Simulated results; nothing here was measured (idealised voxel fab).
Module name: voxel trench capacitor (process module)
It is cross-section cut that appears here, measuring 185 nm in width, its square cells being 5 nm in size.
Heads up, the way a cross-section reads in here is a grid of square cells, handed over as bands from the top down, with every band being one or more rows of cells. Basically the band line says how high the top is and how high the bottom is, in nm, and then what's in it from left to right, every material with its width in nm. Empty space shows up as "blank", and if a single material carries "full width" it runs the full band edge to edge. Below 0: as-received wafer, all one material; heights counted from there. Lowest band: no bottom, goes on down, written "0 down". Note: "30 to 40" means the width goes from the first number (top row of the band) to the second number (bottom row) in equal steps per row of cells. For the purposes of this document, the phrase "nothing different" attached to a step denotes that no cell within the cross-section was modified by that step. Heads up: "Enclosed cavities" only lists the empty pockets with no open path to the top that are 8 cells or more, and it writes them as width x height at distance, distance from the left edge, in nm. What comes after the settings on a step's line is commentary from the simulator itself on that step. The setting "overlay nm" may be written on the line of a step. When the step uses a mask, the value reports how far to the right of the planned place the mask lay, and a negative value reports that it lay to the left.
The steps planned for the process are as follows:
1 RECEIVE,material Si
2 CONFORMAL_DEP,material SiN,thk nm 5
3 DIRECTIONAL_DEP,material aC,thk nm 15
4 PATTERN,tone open,mask id TRENCH,material resist,width nm 25,pitch nm 40,thk nm 35,overlay nm 0
5 DIRECTIONAL_ETCH,etch materials aC,depth nm 15
6 STRIP,etch materials resist
7 DIRECTIONAL_ETCH,etch materials SiN,depth nm 5
8 DIRECTIONAL_ETCH,etch materials Si,depth nm 30
9 STRIP,etch materials aC
10 CONFORMAL_DEP,material HfO2,thk nm 5
11 CONFORMAL_DEP,material TiN,thk nm 5
12 FILL_DEP,material W,thk nm 10
13 CMP,height nm 5
Step 1 complete: cross-section of the wafer as received:
* 0 down | Si full width
* Enclosed cavities: none
What the wafer looks like in cross-section after this module, when it starts as shown above and follows the plan above but one mistake is made in running it:
* 5 to 0 | 40 SiN, 5 HfO2, 5 SiN, 5 W, 5 SiN, 5 HfO2, 15 SiN, 5 HfO2, 5 SiN, 5 W, 5 SiN, 5 HfO2, 15 SiN, 5 HfO2, 5 SiN, 5 W, 5 SiN, 5 HfO2, 40 SiN
* 0 to -20 | 40 Si, 5 HfO2, 5 SiN, 5 W, 5 SiN, 5 HfO2, 15 Si, 5 HfO2, 5 SiN, 5 W, 5 SiN, 5 HfO2, 15 Si, 5 HfO2, 5 SiN, 5 W, 5 SiN, 5 HfO2, 40 Si
* -20 to -25 | 40 Si, 5 HfO2, 15 SiN, 5 HfO2, 15 Si, 5 HfO2, 15 SiN, 5 HfO2, 15 Si, 5 HfO2, 15 SiN, 5 HfO2, 40 Si
* -25 to -30 | 40 Si, 25 HfO2, 15 Si, 25 HfO2, 15 Si, 25 HfO2, 40 Si
* -30 down | Si full width
* Enclosed cavities: none
Misprocessing identified: contrary to plan, step 11 was performed as CONFORMAL_DEP,material SiN,thk nm 5
